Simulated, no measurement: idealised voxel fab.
Process module heading - voxel transistor to metal
The cross-section shown here is cut; it is 175 nm wide and divided into square cells measuring 5 nm on a side.
Notation: cross-section as square-cell grid; stated in bands, top first, going down; one or more cell rows per band. Each band's line starts with the height of the band's top and of its bottom, in nm. Then come its materials from left to right, each with its width in nm. One material with "throughout" fills the band from edge to edge. "blank" is empty space. Height reference: 0 = level under which incoming wafer is all one material. Lowest band: no bottom, runs on downward, e.g. "0 and below". Width spec "30->40" -> top row of cells at first value, bottom row at second value, equal per-row change in between. Given "no modification" for a step, no cell of the cross-section differs between before and after that step. The label "Trapped cavities" introduces a list of the empty spaces, 8 cells or larger, that have no open way up to the top; each entry in it reads width x height at distance, where the distance is taken from the left edge and all three are stated in nm. Read whatever lies past the settings on a step's line as the simulator's own remark about the step. "overlay nm", when on a step's line for a step with a mask, measures how far to the right of its planned place the mask lay; a negative measure means to the left.

[This section lists the process steps that were planned]
| 1 | RECEIVE | material Si |
| 2 | OXIDIZE | depth nm 5 |
| 3 | CONFORMAL_DEP | material SiN | thk nm 10 |
| 4 | PATTERN | tone cover | mask id ACTIVE | material resist | width nm 105 | thk nm 20 | overlay nm 0 |
| 5 | DIRECTIONAL_ETCH | etch materials SiN | depth nm 10 |
| 6 | DIRECTIONAL_ETCH | etch materials SiO2 | depth nm 5 |
| 7 | DIRECTIONAL_ETCH | etch materials Si | depth nm 25 |
| 8 | STRIP | etch materials resist |
| 9 | OXIDIZE | depth nm 5 |
| 10 | FILL_DEP | material SiO2 | thk nm 15 |
| 11 | CMP | height nm 10 |
| 12 | SELECTIVE_ETCH | etch materials SiO2 | depth nm 5 |
| 13 | STRIP | etch materials SiN |
| 14 | SELECTIVE_ETCH | etch materials SiO2 | depth nm 5 |
| 15 | OXIDIZE | depth nm 5 |
| 16 | DIRECTIONAL_DEP | material polySi | thk nm 20 |
| 17 | DIRECTIONAL_DEP | material SiCN | thk nm 10 |
| 18 | MASKED_ETCH | tone cover | mask id GATE | width nm 25 | etch materials SiCN | depth nm 20 | overlay nm 0 |
| 19 | MASKED_ETCH | tone cover | mask id GATE | width nm 25 | etch materials polySi | depth nm 30 | overlay nm 0 |
| 20 | CONFORMAL_DEP | material SiO2 | thk nm 5 |
| 21 | DIRECTIONAL_ETCH | etch materials SiO2 | depth nm 5 |
| 22 | CONFORMAL_DEP | material SiN | thk nm 10 |
| 23 | DIRECTIONAL_ETCH | etch materials SiN | depth nm 10 |
| 24 | DIRECTIONAL_ETCH | etch materials SiO2 | depth nm 5 |
| 25 | DIRECTIONAL_ETCH | etch materials Si | depth nm 15 |
| 26 | EPI | material nSi | thk nm 15 |
| 27 | FILL_DEP | material SiO2 | thk nm 5 |
| 28 | CMP | height nm 15 |
| 29 | STRIP | etch materials polySi |
| 30 | SELECTIVE_ETCH | etch materials SiO2 | depth nm 5 |
| 31 | CONFORMAL_DEP | material HfO2 | thk nm 5 |
| 32 | CONFORMAL_DEP | material TiN | thk nm 5 |
| 33 | FILL_DEP | material W | thk nm 10 |
| 34 | CMP | height nm 10 |
| 35 | DIRECTIONAL_DEP | material SiO2 | thk nm 15 |
| 36 | DIRECTIONAL_DEP | material aC | thk nm 10 |
| 37 | PATTERN | tone open | mask id CONTACT | material resist | width nm 20 | pitch nm 75 | thk nm 30 | overlay nm 0 |
| 38 | DIRECTIONAL_ETCH | etch materials aC | depth nm 10 |
| 39 | STRIP | etch materials resist |
| 40 | DIRECTIONAL_ETCH | etch materials SiO2 | depth nm 20 |
| 41 | STRIP | etch materials aC |
| 42 | CONFORMAL_DEP | material TiN | thk nm 5 |
| 43 | FILL_DEP | material W | thk nm 10 |
| 44 | CMP | height nm 25 |
| 45 | DIRECTIONAL_DEP | material TiN | thk nm 5 |
| 46 | DIRECTIONAL_DEP | material W | thk nm 15 |
| 47 | PATTERN | tone cover | mask id METAL_1 | material resist | width nm 20 | pitch nm 75 | thk nm 20 | overlay nm 0 |
| 48 | DIRECTIONAL_ETCH | etch materials W | depth nm 15 |
| 49 | DIRECTIONAL_ETCH | etch materials TiN | depth nm 5 |
| 50 | STRIP | etch materials resist |
| 51 | FILL_DEP | material SiO2 | thk nm 10 |
| 52 | CMP | height nm 45 |
| 53 | CONFORMAL_DEP | material SiCN | thk nm 5 |
| 54 | DIRECTIONAL_DEP | material SiO2 | thk nm 25 |
| 55 | MASKED_ETCH | tone open | mask id METAL_2 | width nm 20 | pitch nm 75 | etch materials SiO2 | depth nm 15 | overlay nm 0 |
| 56 | MASKED_ETCH | tone open | mask id METAL_2_HOLES | width nm 15 | pitch nm 75 | etch materials SiO2 | depth nm 10 | overlay nm 0 |
| 57 | MASKED_ETCH | tone open | mask id METAL_2_HOLES | width nm 15 | pitch nm 75 | etch materials SiCN | depth nm 5 | overlay nm 0 |
| 58 | CONFORMAL_DEP | material TiN | thk nm 5 |
| 59 | FILL_DEP | material Cu | thk nm 5 |
| 60 | CMP | height nm 75 |
| 61 | CONFORMAL_DEP | material SiN | thk nm 5 |

[Incoming wafer, cross-sectional view, post step 1]
  0 and below = Si throughout
  Trapped cavities: none

[Starting wafer: above. Plan: above. Run: one mistake. Cross-section after the module: below]
  80 down to 75 = SiN throughout
  75 down to 65 = 40 of SiO2  5 of TiN  10 of Cu  5 of TiN  55 of SiO2  5 of TiN  10 of Cu  5 of TiN  40 of SiO2
  65 down to 60 = 40 of SiO2  5 of TiN  5 of Cu  10 of TiN  55 of SiO2  5 of TiN  5 of Cu  10 of TiN  40 of SiO2
  60 down to 50 = 40 of SiO2  5 of TiN  5 of Cu  5 of TiN  60 of SiO2  5 of TiN  5 of Cu  5 of TiN  45 of SiO2
  50 down to 45 = 40 of SiCN  15 of TiN  60 of SiCN  15 of TiN  45 of SiCN
  45 down to 30 = 40 of SiO2  20 of W  55 of SiO2  20 of W  40 of SiO2
  30 down to 20 = 40 of SiO2  20 of TiN  55 of SiO2  20 of TiN  40 of SiO2
  20 down to 10 = SiO2 throughout
  10 down to 5 = 60 of SiO2  10 of SiN  5 of HfO2  5 of TiN  15 of W  5 of TiN  5 of HfO2  10 of SiN  60 of SiO2
  5 down to 0 = 40 of SiO2  20 of nSi  10 of SiN  5 of HfO2  5 of TiN  15 of W  5 of TiN  5 of HfO2  10 of SiN  20 of nSi  40 of SiO2
  0 down to -5 = 35 of SiO2  10 of SiN  15 of nSi  10 of SiN  5 of HfO2  25 of TiN  5 of HfO2  10 of SiN  15 of nSi  10 of SiN  35 of SiO2
  -5 down to -10 = 45 of SiO2  15 of nSi  10 of SiO2  35 of HfO2  10 of SiO2  15 of nSi  45 of SiO2
  -10 down to -25 = 40 of SiO2  5 of Si  15 of nSi  55 of Si  15 of nSi  5 of Si  40 of SiO2
  -25 down to -35 = 40 of SiO2  95 of Si  40 of SiO2
  -35 and below = Si throughout
  Trapped cavities: none
What was done differently from what was planned? it should be noted that step 35 of the plan was executed twice
